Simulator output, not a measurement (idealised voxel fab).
Process module name: voxel released beams
In the cross-section labelled cut, the width is 240 nm and each square cell is 5 nm.
If you're reading a cross-section in this doc, picture square cells in a grid; it comes to you as bands, top ones listed first down to the bottom, and a band can be one or more rows of cells. Per band: top height and bottom height in nm, followed by the left-to-right materials and their widths in nm; "everywhere" marks a single material spanning edge to edge, "empty" marks empty space. Height reference: 0 = level under which incoming wafer is all one material. Lowest band: no bottom, runs on downward, e.g. "top 0, no bottom". The expression "30..40" gives the width at the extremes of the band, the first number at its top row of cells and the second at its bottom row, with the width changing by equal amounts from each row to the next in between. Basically "remains unaltered" means that step didn't change any cell in the cross-section. Voids not open to the top, 8 cells minimum: see "Enclosed void list". Written width x height at distance; distance is from the left edge; nm. Note: text after step settings on the step line = simulator remark on that step. overlay nm: where the mask lay relative to plan, measured to the right, on steps with a mask; negatives go left.
[Planned process steps]
- 1: RECEIVE [material Si]
- 2: CONFORMAL_DEP [material Al2O3] [thk nm 10]
- 3: DIRECTIONAL_DEP [material SiO2] [thk nm 10]
- 4: DIRECTIONAL_DEP [material aC] [thk nm 15]
- 5: PATTERN [tone open] [mask id ANCHOR] [material resist] [width nm 45] [thk nm 35] [overlay nm 0]
- 6: DIRECTIONAL_ETCH [etch materials aC] [depth nm 15]
- 7: STRIP [etch materials resist]
- 8: DIRECTIONAL_ETCH [etch materials SiO2] [depth nm 10]
- 9: STRIP [etch materials aC]
- 10: CONFORMAL_DEP [material W] [thk nm 15]
- 11: DIRECTIONAL_DEP [material aC] [thk nm 15]
- 12: PATTERN [tone cover] [mask id BEAM] [material resist] [width nm 110] [thk nm 30] [overlay nm 0]
- 13: DIRECTIONAL_ETCH [etch materials aC] [depth nm 15]
- 14: STRIP [etch materials resist]
- 15: DIRECTIONAL_ETCH [etch materials W] [depth nm 15]
- 16: STRIP [etch materials aC]
- 17: STRIP [etch materials SiO2]
[As received (post step 1): cross-section]
	top 0, no bottom = Si everywhere
	Enclosed void list: none
[Here's the cross-section of the first of our two wafers at the end of the module - it ran as planned]
	top 35, bottom 25 = empty 60 nm, then W 20 nm, then empty 15 nm, then W 75 nm, then empty 70 nm
	top 25, bottom 20 = empty 60 nm, then W 110 nm, then empty 70 nm
	top 20, bottom 10 = empty 65 nm, then W 45 nm, then empty 130 nm
	top 10, bottom 0 = Al2O3 everywhere
	top 0, no bottom = Si everywhere
	Enclosed void list: none
[Same start, same plan as the first wafer - but one mistake in the run. Cross-section of the second of the two at the end of the module]
	top 35, bottom 25 = empty 60 nm, then W 65 nm, then empty 115 nm
	top 25, bottom 20 = empty 60 nm, then W 110 nm, then empty 70 nm
	top 20, bottom 10 = empty 50 nm, then W 15 nm, then SiO2 45 nm, then W 60 nm, then empty 70 nm
	top 10, bottom 0 = Al2O3 everywhere
	top 0, no bottom = Si everywhere
	Enclosed void list: none
Diagnosis: note that step 5 departed from the planned setting and was carried out as PATTERN [tone cover] [mask id ANCHOR] [material resist] [width nm 45] [thk nm 35] [overlay nm 0]
Looking at both finished wafers in cells, the second ends up ahead of or behind the first on some materials: SiO2: 18 more
